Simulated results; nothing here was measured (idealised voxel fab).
process module | voxel wiring stack
cross-section cut | 165 nm wide | cells 5 nm
A cross-section is a grid of square cells, given in bands from the top down. A band is one or more rows of cells.
Each band's line starts with the height of the band's top and of its bottom, in nm. Then come its materials from left to right, each with its width in nm. One material with "throughout" fills the band from edge to edge. "air" is empty space.
Height 0 is the level under which the wafer as received is all one material. The lowest band goes on downwards, as in "0 down".
A width such as "30 to 40" changes by the same amount from each row of cells to the next, from the band's top row to its bottom row.
"no change" after a step means that no cell of the cross-section changed.
closed voids: empty space of 8 cells or more with no open way to the top, each as width x height at its distance from the left edge, in nm
after a step's settings: what the simulator itself notes on the step
overlay nm, on a step with a mask: how far to the right of its planned place the mask lay; to the left if negative
plan
1 op RECEIVE | material Si
2 op CONFORMAL_DEP | material SiO2 | thk nm 15
3 op CONFORMAL_DEP | material SiCN | thk nm 5
4 op DIRECTIONAL_DEP | material SiO2 | thk nm 20
5 op PATTERN | tone open | mask id METAL_1 | material resist | width nm 25 | pitch nm 50 | thk nm 20 | overlay nm 0
6 op DIRECTIONAL_ETCH | etch materials SiO2 | depth nm 20
7 op DIRECTIONAL_ETCH | etch materials SiCN | depth nm 5
8 op STRIP | etch materials resist
9 op CONFORMAL_DEP | material TiN | thk nm 5
10 op FILL_DEP | material Cu | thk nm 10
11 op CMP | height nm 40
12 op EPI | material Ru | thk nm 5
13 op FILL_DEP | material SiCN | thk nm 5
14 op DIRECTIONAL_DEP | material SiO2 | thk nm 15
15 op DIRECTIONAL_DEP | material aC | thk nm 10
16 op PATTERN | tone open | mask id PLUG_1 | material resist | width nm 15 | thk nm 25 | overlay nm 0
17 op DIRECTIONAL_ETCH | etch materials aC | depth nm 10
18 op STRIP | etch materials resist
19 op DIRECTIONAL_ETCH | etch materials SiO2 | depth nm 15
20 op DIRECTIONAL_ETCH | etch materials SiCN | depth nm 5
21 op STRIP | etch materials aC
22 op CONFORMAL_DEP | material TiN | thk nm 5
23 op FILL_DEP | material Cu | thk nm 5
24 op CMP | height nm 65
25 op DIRECTIONAL_DEP | material TiN | thk nm 5
26 op DIRECTIONAL_DEP | material W | thk nm 15
27 op MASKED_ETCH | tone cover | mask id METAL_2 | width nm 25 | pitch nm 50 | etch materials W | depth nm 15 | overlay nm 0
28 op MASKED_ETCH | tone cover | mask id METAL_2 | width nm 25 | pitch nm 50 | etch materials TiN | depth nm 5 | overlay nm 0
29 op FILL_DEP | material lowk | thk nm 10
30 op CMP | height nm 85
31 op CONFORMAL_DEP | material SiCN | thk nm 5
32 op DIRECTIONAL_DEP | material lowk | thk nm 25
33 op DIRECTIONAL_DEP | material aC | thk nm 10
34 op PATTERN | tone open | mask id METAL_3_HOLES | material resist | width nm 15 | thk nm 30 | overlay nm 0
35 op DIRECTIONAL_ETCH | etch materials aC | depth nm 10
36 op STRIP | etch materials resist
37 op DIRECTIONAL_ETCH | etch materials lowk | depth nm 25
38 op STRIP | etch materials aC
39 op MASKED_ETCH | tone open | mask id METAL_3 | width nm 25 | pitch nm 50 | etch materials lowk | depth nm 15 | overlay nm 0
40 op MASKED_ETCH | tone open | mask id METAL_3 | width nm 25 | pitch nm 50 | etch materials SiCN | depth nm 5 | overlay nm 0
41 op CONFORMAL_DEP | material TiN | thk nm 5
42 op FILL_DEP | material Ru | thk nm 5
43 op CMP | height nm 115
44 op CONFORMAL_DEP | material SiCN | thk nm 5
45 op DIRECTIONAL_DEP | material SiO2 | thk nm 30
46 op DIRECTIONAL_DEP | material aC | thk nm 15
47 op PATTERN | tone open | mask id METAL_4_HOLES | material resist | width nm 15 | pitch nm 50 | thk nm 30 | overlay nm 0
48 op DIRECTIONAL_ETCH | etch materials aC | depth nm 15
49 op STRIP | etch materials resist
50 op DIRECTIONAL_ETCH | etch materials SiO2 | depth nm 30
51 op STRIP | etch materials aC
52 op DIRECTIONAL_DEP | material aC | thk nm 15
53 op PATTERN | tone open | mask id METAL_4 | material resist | width nm 25 | pitch nm 50 | thk nm 30 | overlay nm 0
54 op DIRECTIONAL_ETCH | etch materials aC | depth nm 15
55 op STRIP | etch materials resist
56 op DIRECTIONAL_ETCH | etch materials SiO2 | depth nm 15
57 op DIRECTIONAL_ETCH | etch materials SiCN | depth nm 5
58 op STRIP | etch materials aC
59 op CONFORMAL_DEP | material TiN | thk nm 5
60 op FILL_DEP | material Cu | thk nm 5
61 op CMP | height nm 150
62 op CONFORMAL_DEP | material SiN | thk nm 5
first wafer, as planned
as received, after step 1
  0 down: Si throughout
  closed voids: none
after step 2
  15 to 0: SiO2 throughout
  below 0: unchanged
after step 3
  20 to 15: SiCN throughout
  below 15: unchanged
after step 4
  40 to 20: SiO2 throughout
  below 20: unchanged
after step 5
  60 to 40: resist 45 | air 25 | resist 25 | air 25 | resist 45
  below 40: unchanged
after step 6
  60 to 40: resist 45 | air 25 | resist 25 | air 25 | resist 45
  40 to 20: SiO2 45 | air 25 | SiO2 25 | air 25 | SiO2 45
  below 20: unchanged
after step 7
  60 to 40: resist 45 | air 25 | resist 25 | air 25 | resist 45
  40 to 20: SiO2 45 | air 25 | SiO2 25 | air 25 | SiO2 45
  20 to 15: SiCN 45 | air 25 | SiCN 25 | air 25 | SiCN 45
  below 15: unchanged
after step 8
  40 to 20: SiO2 45 | air 25 | SiO2 25 | air 25 | SiO2 45
  below 20: unchanged
after step 9
  45 to 40: TiN 50 | air 15 | TiN 35 | air 15 | TiN 50
  40 to 20: SiO2 45 | TiN 5 | air 15 | TiN 5 | SiO2 25 | TiN 5 | air 15 | TiN 5 | SiO2 45
  20 to 15: SiCN 45 | TiN 25 | SiCN 25 | TiN 25 | SiCN 45
  below 15: unchanged
after step 10
  55 to 45: Cu throughout
  45 to 40: TiN 50 | Cu 15 | TiN 35 | Cu 15 | TiN 50
  40 to 20: SiO2 45 | TiN 5 | Cu 15 | TiN 5 | SiO2 25 | TiN 5 | Cu 15 | TiN 5 | SiO2 45
  below 20: unchanged
after step 11
  40 to 20: SiO2 45 | TiN 5 | Cu 15 | TiN 5 | SiO2 25 | TiN 5 | Cu 15 | TiN 5 | SiO2 45
  below 20: unchanged
after step 12
  45 to 40: air 40 | Ru 35 | air 15 | Ru 35 | air 40
  below 40: unchanged
after step 13
  50 to 45: SiCN throughout
  45 to 40: SiCN 40 | Ru 35 | SiCN 15 | Ru 35 | SiCN 40
  below 40: unchanged
after step 14
  65 to 50: SiO2 throughout
  below 50: unchanged
after step 15
  75 to 65: aC throughout
  below 65: unchanged
after step 16
  100 to 75: resist 45 | air 15 | resist 105
  below 75: unchanged
after step 17
  90 to 75: resist 45 | air 15 | resist 105
  75 to 65: aC 45 | air 15 | aC 105
  below 65: unchanged
after step 18
  75 to 65: aC 45 | air 15 | aC 105
  below 65: unchanged
after step 19
  75 to 65: aC 45 | air 15 | aC 105
  65 to 50: SiO2 45 | air 15 | SiO2 105
  below 50: unchanged
after step 20
  75 to 65: aC 45 | air 15 | aC 105
  65 to 50: SiO2 45 | air 15 | SiO2 105
  50 to 45: SiCN 45 | air 15 | SiCN 105
  below 45: unchanged
after step 21
  65 to 50: SiO2 45 | air 15 | SiO2 105
  below 50: unchanged
after step 22
  70 to 65: TiN 50 | air 5 | TiN 110
  65 to 50: SiO2 45 | TiN 5 | air 5 | TiN 5 | SiO2 105
  50 to 45: SiCN 45 | TiN 15 | SiCN 105
  below 45: unchanged
after step 23
  75 to 70: Cu throughout
  70 to 65: TiN 50 | Cu 5 | TiN 110
  65 to 50: SiO2 45 | TiN 5 | Cu 5 | TiN 5 | SiO2 105
  below 50: unchanged
after step 24
  65 to 50: SiO2 45 | TiN 5 | Cu 5 | TiN 5 | SiO2 105
  below 50: unchanged
after step 25
  70 to 65: TiN throughout
  below 65: unchanged
after step 26
  85 to 70: W throughout
  below 70: unchanged
after step 27
  85 to 70: air 45 | W 25 | air 25 | W 25 | air 45
  below 70: unchanged
after step 28
  85 to 70: air 45 | W 25 | air 25 | W 25 | air 45
  70 to 65: air 45 | TiN 25 | air 25 | TiN 25 | air 45
  below 65: unchanged
after step 29
  95 to 85: lowk throughout
  85 to 70: lowk 45 | W 25 | lowk 25 | W 25 | lowk 45
  70 to 65: lowk 45 | TiN 25 | lowk 25 | TiN 25 | lowk 45
  below 65: unchanged
after step 30
  85 to 70: lowk 45 | W 25 | lowk 25 | W 25 | lowk 45
  below 70: unchanged
after step 31
  90 to 85: SiCN throughout
  below 85: unchanged
after step 32
  115 to 90: lowk throughout
  below 90: unchanged
after step 33
  125 to 115: aC throughout
  below 115: unchanged
after step 34
  155 to 125: resist 45 | air 15 | resist 105
  below 125: unchanged
after step 35
  145 to 125: resist 45 | air 15 | resist 105
  125 to 115: aC 45 | air 15 | aC 105
  below 115: unchanged
after step 36
  125 to 115: aC 45 | air 15 | aC 105
  below 115: unchanged
after step 37
  125 to 115: aC 45 | air 15 | aC 105
  115 to 90: lowk 45 | air 15 | lowk 105
  below 90: unchanged
after step 38
  115 to 90: lowk 45 | air 15 | lowk 105
  below 90: unchanged
after step 39
  115 to 100: lowk 45 | air 25 | lowk 25 | air 25 | lowk 45
  below 100: unchanged
after step 40
  115 to 100: lowk 45 | air 25 | lowk 25 | air 25 | lowk 45
  100 to 90: lowk 45 | air 15 | lowk 105
  90 to 85: SiCN 45 | air 15 | SiCN 105
  below 85: unchanged
after step 41
  120 to 115: TiN 50 | air 15 | TiN 35 | air 15 | TiN 50
  115 to 105: lowk 45 | TiN 5 | air 15 | TiN 5 | lowk 25 | TiN 5 | air 15 | TiN 5 | lowk 45
  105 to 100: lowk 45 | TiN 5 | air 5 | TiN 15 | lowk 25 | TiN 25 | lowk 45
  100 to 90: lowk 45 | TiN 5 | air 5 | TiN 5 | lowk 105
  90 to 85: SiCN 45 | TiN 15 | SiCN 105
  below 85: unchanged
after step 42
  125 to 120: Ru throughout
  120 to 115: TiN 50 | Ru 15 | TiN 35 | Ru 15 | TiN 50
  115 to 105: lowk 45 | TiN 5 | Ru 15 | TiN 5 | lowk 25 | TiN 5 | Ru 15 | TiN 5 | lowk 45
  105 to 100: lowk 45 | TiN 5 | Ru 5 | TiN 15 | lowk 25 | TiN 25 | lowk 45
  100 to 90: lowk 45 | TiN 5 | Ru 5 | TiN 5 | lowk 105
  below 90: unchanged
after step 43
  115 to 105: lowk 45 | TiN 5 | Ru 15 | TiN 5 | lowk 25 | TiN 5 | Ru 15 | TiN 5 | lowk 45
  below 105: unchanged
after step 44
  120 to 115: SiCN throughout
  below 115: unchanged
after step 45
  150 to 120: SiO2 throughout
  below 120: unchanged
after step 46
  165 to 150: aC throughout
  below 150: unchanged
after step 47
  195 to 165: resist 45 | air 15 | resist 35 | air 15 | resist 55
  below 165: unchanged
after step 48
  180 to 165: resist 45 | air 15 | resist 35 | air 15 | resist 55
  165 to 150: aC 45 | air 15 | aC 35 | air 15 | aC 55
  below 150: unchanged
after step 49
  165 to 150: aC 45 | air 15 | aC 35 | air 15 | aC 55
  below 150: unchanged
after step 50
  165 to 150: aC 45 | air 15 | aC 35 | air 15 | aC 55
  150 to 120: SiO2 45 | air 15 | SiO2 35 | air 15 | SiO2 55
  below 120: unchanged
after step 51
  150 to 120: SiO2 45 | air 15 | SiO2 35 | air 15 | SiO2 55
  below 120: unchanged
after step 52
  165 to 150: aC 45 | air 15 | aC 35 | air 15 | aC 55
  150 to 135: SiO2 45 | air 15 | SiO2 35 | air 15 | SiO2 55
  135 to 120: SiO2 45 | aC 15 | SiO2 35 | aC 15 | SiO2 55
  below 120: unchanged
after step 53
  195 to 165: resist 45 | air 25 | resist 25 | air 25 | resist 45
  below 165: unchanged
after step 54
  180 to 165: resist 45 | air 25 | resist 25 | air 25 | resist 45
  165 to 150: aC 45 | air 25 | aC 25 | air 25 | aC 45
  150 to 120: SiO2 45 | air 15 | SiO2 35 | air 15 | SiO2 55
  below 120: unchanged
after step 55
  165 to 150: aC 45 | air 25 | aC 25 | air 25 | aC 45
  below 150: unchanged
after step 56
  165 to 150: aC 45 | air 25 | aC 25 | air 25 | aC 45
  150 to 135: SiO2 45 | air 25 | SiO2 25 | air 25 | SiO2 45
  below 135: unchanged
after step 57
  165 to 150: aC 45 | air 25 | aC 25 | air 25 | aC 45
  150 to 135: SiO2 45 | air 25 | SiO2 25 | air 25 | SiO2 45
  135 to 120: SiO2 45 | air 15 | SiO2 35 | air 15 | SiO2 55
  120 to 115: SiCN 45 | air 15 | SiCN 35 | air 15 | SiCN 55
  below 115: unchanged
after step 58
  150 to 135: SiO2 45 | air 25 | SiO2 25 | air 25 | SiO2 45
  below 135: unchanged
after step 59
  155 to 150: TiN 50 | air 15 | TiN 35 | air 15 | TiN 50
  150 to 140: SiO2 45 | TiN 5 | air 15 | TiN 5 | SiO2 25 | TiN 5 | air 15 | TiN 5 | SiO2 45
  140 to 135: SiO2 45 | TiN 5 | air 5 | TiN 15 | SiO2 25 | TiN 5 | air 5 | TiN 15 | SiO2 45
  135 to 120: SiO2 45 | TiN 5 | air 5 | TiN 5 | SiO2 35 | TiN 5 | air 5 | TiN 5 | SiO2 55
  120 to 115: SiCN 45 | TiN 15 | SiCN 35 | TiN 15 | SiCN 55
  below 115: unchanged
after step 60
  160 to 155: Cu throughout
  155 to 150: TiN 50 | Cu 15 | TiN 35 | Cu 15 | TiN 50
  150 to 140: SiO2 45 | TiN 5 | Cu 15 | TiN 5 | SiO2 25 | TiN 5 | Cu 15 | TiN 5 | SiO2 45
  140 to 135: SiO2 45 | TiN 5 | Cu 5 | TiN 15 | SiO2 25 | TiN 5 | Cu 5 | TiN 15 | SiO2 45
  135 to 120: SiO2 45 | TiN 5 | Cu 5 | TiN 5 | SiO2 35 | TiN 5 | Cu 5 | TiN 5 | SiO2 55
  below 120: unchanged
after step 61
  150 to 140: SiO2 45 | TiN 5 | Cu 15 | TiN 5 | SiO2 25 | TiN 5 | Cu 15 | TiN 5 | SiO2 45
  below 140: unchanged
after step 62
  155 to 150: SiN throughout
  below 150: unchanged
second wafer: like start, like plan, one mistake. Through step 4 it matches the first wafer
when step 5 should have ended
  60 to 40: resist 35 | air 25 | resist 25 | air 25 | resist 55
  below 40: unchanged
when step 6 should have ended
  60 to 40: resist 35 | air 25 | resist 25 | air 25 | resist 55
  40 to 20: SiO2 35 | air 25 | SiO2 25 | air 25 | SiO2 55
  below 20: unchanged
when step 7 should have ended
  60 to 40: resist 35 | air 25 | resist 25 | air 25 | resist 55
  40 to 20: SiO2 35 | air 25 | SiO2 25 | air 25 | SiO2 55
  20 to 15: SiCN 35 | air 25 | SiCN 25 | air 25 | SiCN 55
  below 15: unchanged
when step 8 should have ended
  40 to 20: SiO2 35 | air 25 | SiO2 25 | air 25 | SiO2 55
  below 20: unchanged
when step 9 should have ended
  45 to 40: TiN 40 | air 15 | TiN 35 | air 15 | TiN 60
  40 to 20: SiO2 35 | TiN 5 | air 15 | TiN 5 | SiO2 25 | TiN 5 | air 15 | TiN 5 | SiO2 55
  20 to 15: SiCN 35 | TiN 25 | SiCN 25 | TiN 25 | SiCN 55
  below 15: unchanged
when step 10 should have ended
  55 to 45: Cu throughout
  45 to 40: TiN 40 | Cu 15 | TiN 35 | Cu 15 | TiN 60
  40 to 20: SiO2 35 | TiN 5 | Cu 15 | TiN 5 | SiO2 25 | TiN 5 | Cu 15 | TiN 5 | SiO2 55
  below 20: unchanged
when step 11 should have ended
  40 to 20: SiO2 35 | TiN 5 | Cu 15 | TiN 5 | SiO2 25 | TiN 5 | Cu 15 | TiN 5 | SiO2 55
  below 20: unchanged
when step 12 should have ended
  45 to 40: air 30 | Ru 35 | air 15 | Ru 35 | air 50
  below 40: unchanged
when step 13 should have ended
  50 to 45: SiCN throughout
  45 to 40: SiCN 30 | Ru 35 | SiCN 15 | Ru 35 | SiCN 50
  below 40: unchanged
when step 14 should have ended
  65 to 50: SiO2 throughout
  below 50: unchanged
when step 15 should have ended
  75 to 65: aC throughout
  below 65: unchanged
when step 16 should have ended
  100 to 75: resist 45 | air 15 | resist 105
  below 75: unchanged
when step 17 should have ended
  90 to 75: resist 45 | air 15 | resist 105
  75 to 65: aC 45 | air 15 | aC 105
  below 65: unchanged
when step 18 should have ended
  75 to 65: aC 45 | air 15 | aC 105
  below 65: unchanged
when step 19 should have ended
  75 to 65: aC 45 | air 15 | aC 105
  65 to 50: SiO2 45 | air 15 | SiO2 105
  below 50: unchanged
when step 20 should have ended
  75 to 65: aC 45 | air 15 | aC 105
  65 to 50: SiO2 45 | air 15 | SiO2 105
  50 to 45: SiCN 45 | air 15 | SiCN 105
  below 45: unchanged
when step 21 should have ended
  65 to 50: SiO2 45 | air 15 | SiO2 105
  below 50: unchanged
when step 22 should have ended
  70 to 65: TiN 50 | air 5 | TiN 110
  65 to 50: SiO2 45 | TiN 5 | air 5 | TiN 5 | SiO2 105
  50 to 45: SiCN 45 | TiN 15 | SiCN 105
  below 45: unchanged
when step 23 should have ended
  75 to 70: Cu throughout
  70 to 65: TiN 50 | Cu 5 | TiN 110
  65 to 50: SiO2 45 | TiN 5 | Cu 5 | TiN 5 | SiO2 105
  below 50: unchanged
when step 24 should have ended
  65 to 50: SiO2 45 | TiN 5 | Cu 5 | TiN 5 | SiO2 105
  below 50: unchanged
when step 25 should have ended
  70 to 65: TiN throughout
  below 65: unchanged
when step 26 should have ended
  85 to 70: W throughout
  below 70: unchanged
when step 27 should have ended
  85 to 70: air 45 | W 25 | air 25 | W 25 | air 45
  below 70: unchanged
when step 28 should have ended
  85 to 70: air 45 | W 25 | air 25 | W 25 | air 45
  70 to 65: air 45 | TiN 25 | air 25 | TiN 25 | air 45
  below 65: unchanged
when step 29 should have ended
  95 to 85: lowk throughout
  85 to 70: lowk 45 | W 25 | lowk 25 | W 25 | lowk 45
  70 to 65: lowk 45 | TiN 25 | lowk 25 | TiN 25 | lowk 45
  below 65: unchanged
when step 30 should have ended
  85 to 70: lowk 45 | W 25 | lowk 25 | W 25 | lowk 45
  below 70: unchanged
when step 31 should have ended
  90 to 85: SiCN throughout
  below 85: unchanged
when step 32 should have ended
  115 to 90: lowk throughout
  below 90: unchanged
when step 33 should have ended
  125 to 115: aC throughout
  below 115: unchanged
when step 34 should have ended
  155 to 125: resist 45 | air 15 | resist 105
  below 125: unchanged
when step 35 should have ended
  145 to 125: resist 45 | air 15 | resist 105
  125 to 115: aC 45 | air 15 | aC 105
  below 115: unchanged
when step 36 should have ended
  125 to 115: aC 45 | air 15 | aC 105
  below 115: unchanged
when step 37 should have ended
  125 to 115: aC 45 | air 15 | aC 105
  115 to 90: lowk 45 | air 15 | lowk 105
  below 90: unchanged
when step 38 should have ended
  115 to 90: lowk 45 | air 15 | lowk 105
  below 90: unchanged
when step 39 should have ended
  115 to 100: lowk 45 | air 25 | lowk 25 | air 25 | lowk 45
  below 100: unchanged
when step 40 should have ended
  115 to 100: lowk 45 | air 25 | lowk 25 | air 25 | lowk 45
  100 to 90: lowk 45 | air 15 | lowk 105
  90 to 85: SiCN 45 | air 15 | SiCN 105
  below 85: unchanged
when step 41 should have ended
  120 to 115: TiN 50 | air 15 | TiN 35 | air 15 | TiN 50
  115 to 105: lowk 45 | TiN 5 | air 15 | TiN 5 | lowk 25 | TiN 5 | air 15 | TiN 5 | lowk 45
  105 to 100: lowk 45 | TiN 5 | air 5 | TiN 15 | lowk 25 | TiN 25 | lowk 45
  100 to 90: lowk 45 | TiN 5 | air 5 | TiN 5 | lowk 105
  90 to 85: SiCN 45 | TiN 15 | SiCN 105
  below 85: unchanged
when step 42 should have ended
  125 to 120: Ru throughout
  120 to 115: TiN 50 | Ru 15 | TiN 35 | Ru 15 | TiN 50
  115 to 105: lowk 45 | TiN 5 | Ru 15 | TiN 5 | lowk 25 | TiN 5 | Ru 15 | TiN 5 | lowk 45
  105 to 100: lowk 45 | TiN 5 | Ru 5 | TiN 15 | lowk 25 | TiN 25 | lowk 45
  100 to 90: lowk 45 | TiN 5 | Ru 5 | TiN 5 | lowk 105
  below 90: unchanged
when step 43 should have ended
  115 to 105: lowk 45 | TiN 5 | Ru 15 | TiN 5 | lowk 25 | TiN 5 | Ru 15 | TiN 5 | lowk 45
  below 105: unchanged
when step 44 should have ended
  120 to 115: SiCN throughout
  below 115: unchanged
when step 45 should have ended
  150 to 120: SiO2 throughout
  below 120: unchanged
when step 46 should have ended
  165 to 150: aC throughout
  below 150: unchanged
when step 47 should have ended
  195 to 165: resist 45 | air 15 | resist 35 | air 15 | resist 55
  below 165: unchanged
when step 48 should have ended
  180 to 165: resist 45 | air 15 | resist 35 | air 15 | resist 55
  165 to 150: aC 45 | air 15 | aC 35 | air 15 | aC 55
  below 150: unchanged
when step 49 should have ended
  165 to 150: aC 45 | air 15 | aC 35 | air 15 | aC 55
  below 150: unchanged
when step 50 should have ended
  165 to 150: aC 45 | air 15 | aC 35 | air 15 | aC 55
  150 to 120: SiO2 45 | air 15 | SiO2 35 | air 15 | SiO2 55
  below 120: unchanged
when step 51 should have ended
  150 to 120: SiO2 45 | air 15 | SiO2 35 | air 15 | SiO2 55
  below 120: unchanged
when step 52 should have ended
  165 to 150: aC 45 | air 15 | aC 35 | air 15 | aC 55
  150 to 135: SiO2 45 | air 15 | SiO2 35 | air 15 | SiO2 55
  135 to 120: SiO2 45 | aC 15 | SiO2 35 | aC 15 | SiO2 55
  below 120: unchanged
when step 53 should have ended
  195 to 165: resist 45 | air 25 | resist 25 | air 25 | resist 45
  below 165: unchanged
when step 54 should have ended
  180 to 165: resist 45 | air 25 | resist 25 | air 25 | resist 45
  165 to 150: aC 45 | air 25 | aC 25 | air 25 | aC 45
  150 to 120: SiO2 45 | air 15 | SiO2 35 | air 15 | SiO2 55
  below 120: unchanged
when step 55 should have ended
  165 to 150: aC 45 | air 25 | aC 25 | air 25 | aC 45
  below 150: unchanged
when step 56 should have ended
  165 to 150: aC 45 | air 25 | aC 25 | air 25 | aC 45
  150 to 135: SiO2 45 | air 25 | SiO2 25 | air 25 | SiO2 45
  below 135: unchanged
when step 57 should have ended
  165 to 150: aC 45 | air 25 | aC 25 | air 25 | aC 45
  150 to 135: SiO2 45 | air 25 | SiO2 25 | air 25 | SiO2 45
  135 to 120: SiO2 45 | air 15 | SiO2 35 | air 15 | SiO2 55
  120 to 115: SiCN 45 | air 15 | SiCN 35 | air 15 | SiCN 55
  below 115: unchanged
when step 58 should have ended
  150 to 135: SiO2 45 | air 25 | SiO2 25 | air 25 | SiO2 45
  below 135: unchanged
when step 59 should have ended
  155 to 150: TiN 50 | air 15 | TiN 35 | air 15 | TiN 50
  150 to 140: SiO2 45 | TiN 5 | air 15 | TiN 5 | SiO2 25 | TiN 5 | air 15 | TiN 5 | SiO2 45
  140 to 135: SiO2 45 | TiN 5 | air 5 | TiN 15 | SiO2 25 | TiN 5 | air 5 | TiN 15 | SiO2 45
  135 to 120: SiO2 45 | TiN 5 | air 5 | TiN 5 | SiO2 35 | TiN 5 | air 5 | TiN 5 | SiO2 55
  120 to 115: SiCN 45 | TiN 15 | SiCN 35 | TiN 15 | SiCN 55
  below 115: unchanged
when step 60 should have ended
  160 to 155: Cu throughout
  155 to 150: TiN 50 | Cu 15 | TiN 35 | Cu 15 | TiN 50
  150 to 140: SiO2 45 | TiN 5 | Cu 15 | TiN 5 | SiO2 25 | TiN 5 | Cu 15 | TiN 5 | SiO2 45
  140 to 135: SiO2 45 | TiN 5 | Cu 5 | TiN 15 | SiO2 25 | TiN 5 | Cu 5 | TiN 15 | SiO2 45
  135 to 120: SiO2 45 | TiN 5 | Cu 5 | TiN 5 | SiO2 35 | TiN 5 | Cu 5 | TiN 5 | SiO2 55
  below 120: unchanged
when step 61 should have ended
  150 to 140: SiO2 45 | TiN 5 | Cu 15 | TiN 5 | SiO2 25 | TiN 5 | Cu 15 | TiN 5 | SiO2 45
  below 140: unchanged
when step 62 should have ended
  155 to 150: SiN throughout
  below 150: unchanged
what went wrong: step 5 ran as: op PATTERN | tone open | mask id METAL_1 | material resist | width nm 25 | pitch nm 50 | thk nm 20 | overlay nm -10
at the end the second wafer has, in cells: as many of each material as the first, in other places
